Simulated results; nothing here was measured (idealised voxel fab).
The following process module bears the name voxel spacer lines.
The figure presents cross-section cut, which has a width of 220 nm and is divided into square cells with an edge length of 5 nm.
A cross-section is written here as square cells arranged in a grid, and it is given in bands from the top down, each band taking up one or more rows of cells.
For a band, the entry starts with two heights in nm, that of the top and then that of the bottom, and carries on with the band's materials in order from left to right, each alongside its width in nm; the word "everywhere" beside a single material means it fills the band edge to edge, and "blank" means empty space.
Measure heights from 0. That's the level where, below it, the as-received wafer is all one material. The lowest band is bottomless and extends downward; write it as in "0..down".
A width given as "30->40" starts at the first number in the band's top row and ends at the second number in its bottom row, shifting by an equal amount at every step from row to row.
"stayed the same" (step): cross-section cells unchanged, all of them.
You'll see "Enclosed void entries" listing empty spaces that have no way open to the top, as long as they're 8 cells or more; the notation is width x height at distance, where the distance is from the left edge, and all of it is in nm.
Post-settings text on a step line: simulator's own remark regarding the step.
The line of a step may include "overlay nm". On a step with a mask, this value is how far to the right of its planned place the mask lay. A negative value means the mask lay to the left.

[This section lists the process steps that were planned]
- 1: RECEIVE (material Si)
- 2: CONFORMAL_DEP (material Al2O3; thk nm 5)
- 3: DIRECTIONAL_DEP (material TiN; thk nm 20)
- 4: DIRECTIONAL_DEP (material polySi; thk nm 20)
- 5: PATTERN (tone cover; mask id MANDREL; material resist; width nm 15; pitch nm 60; thk nm 25; overlay nm -15)
- 6: DIRECTIONAL_ETCH (etch materials polySi; depth nm 20)
- 7: STRIP (etch materials resist)
- 8: CONFORMAL_DEP (material SiN; thk nm 15)
- 9: DIRECTIONAL_ETCH (etch materials SiN; depth nm 15)
- 10: STRIP (etch materials polySi)
- 11: DIRECTIONAL_ETCH (etch materials TiN; depth nm 20)
- 12: STRIP (etch materials SiN)
All wafers enter the flow in the same state. The overlay nm at step 5 differs from wafer to wafer, and the plan gives the value for the first wafer.

[Step 1 complete: as-received cross-section of the first of several wafers]
> 0..down | Si everywhere
> Enclosed void entries: none

[Here is how to read the rows: every wafer has a row, and it shows the wafer at the end of the module, giving for each material how many cells were gained (+) or lost (-) since the wafer was received, then listing its closed voids]
overlay nm -15 | +44 Al2O3 | +48 TiN | Enclosed void entries: none
overlay nm -10 | +44 Al2O3 | +48 TiN | Enclosed void entries: none
overlay nm -5 | +44 Al2O3 | +48 TiN | Enclosed void entries: none
overlay nm 0 | +44 Al2O3 | +48 TiN | Enclosed void entries: none
overlay nm 5 | +44 Al2O3 | +48 TiN | Enclosed void entries: none
overlay nm 10 | +44 Al2O3 | +48 TiN | Enclosed void entries: none
overlay nm 15 | +44 Al2O3 | +48 TiN | Enclosed void entries: none
